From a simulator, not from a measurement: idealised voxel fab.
process module | voxel self aligned contacts
cross-section cut | 250 nm wide | cells 5 nm
A cross-section is a grid of square cells, given in bands from the top down. A band is one or more rows of cells.
Each band's line starts with the height of the band's top and of its bottom, in nm. Then come its materials from left to right, each with its width in nm. One material with "throughout" fills the band from edge to edge. "air" is empty space.
Height 0 is the level under which the wafer as received is all one material. The lowest band goes on downwards, as in "0 down".
A width such as "30 to 40" changes by the same amount from each row of cells to the next, from the band's top row to its bottom row.
"no change" after a step means that no cell of the cross-section changed.
closed voids: empty space of 8 cells or more with no open way to the top, each as width x height at its distance from the left edge, in nm
after a step's settings: what the simulator itself notes on the step
overlay nm, on a step with a mask: how far to the right of its planned place the mask lay; to the left if negative
plan
1 op RECEIVE | material Si
2 op CONFORMAL_DEP | material SiO2 | thk nm 5
3 op DIRECTIONAL_DEP | material polySi | thk nm 20
4 op DIRECTIONAL_DEP | material SiN | thk nm 20
5 op PATTERN | tone cover | mask id GATE | material resist | width nm 25 | pitch nm 70 | thk nm 20 | overlay nm 0
6 op DIRECTIONAL_ETCH | etch materials SiN | depth nm 20
7 op DIRECTIONAL_ETCH | etch materials polySi | depth nm 20
8 op STRIP | etch materials resist
9 op CONFORMAL_DEP | material SiN | thk nm 10
10 op DIRECTIONAL_ETCH | etch materials SiN | depth nm 10
11 op FILL_DEP | material SiO2 | thk nm 15
12 op CMP | height nm 55
13 op PATTERN | tone open | mask id CONTACT | material resist | width nm 55 | pitch nm 70 | thk nm 15 | overlay nm 0
14 op DIRECTIONAL_ETCH | etch materials SiO2 | depth nm 55
15 op STRIP | etch materials resist
16 op CONFORMAL_DEP | material TiN | thk nm 5
17 op FILL_DEP | material W | thk nm 5
18 op CMP | height nm 55
19 op CONFORMAL_DEP | material SiN | thk nm 5
as received, after step 1
  0 down: Si throughout
  closed voids: none
a wafer at the end: this start, this plan, one mistake
  60 to 55: SiN throughout
  55 to 50: SiO2 60 | TiN 5 | W 45 | TiN 5 | SiO2 15 | TiN 5 | W 45 | TiN 5 | SiO2 65
  50 to 45: SiO2 60 | TiN 55 | SiO2 15 | TiN 55 | SiO2 65
  45 to 25: SiN 50 | SiO2 5 | SiN 65 | SiO2 5 | SiN 65 | SiO2 5 | SiN 55
  25 to 5: polySi 40 | SiN 10 | SiO2 5 | SiN 10 | polySi 45 | SiN 10 | SiO2 5 | SiN 10 | polySi 45 | SiN 10 | SiO2 5 | SiN 10 | polySi 45
  5 to 0: SiO2 throughout
  0 down: Si throughout
  closed voids: none
what went wrong: step 5 ran as: op PATTERN | tone open | mask id GATE | material resist | width nm 25 | pitch nm 70 | thk nm 20 | overlay nm 0
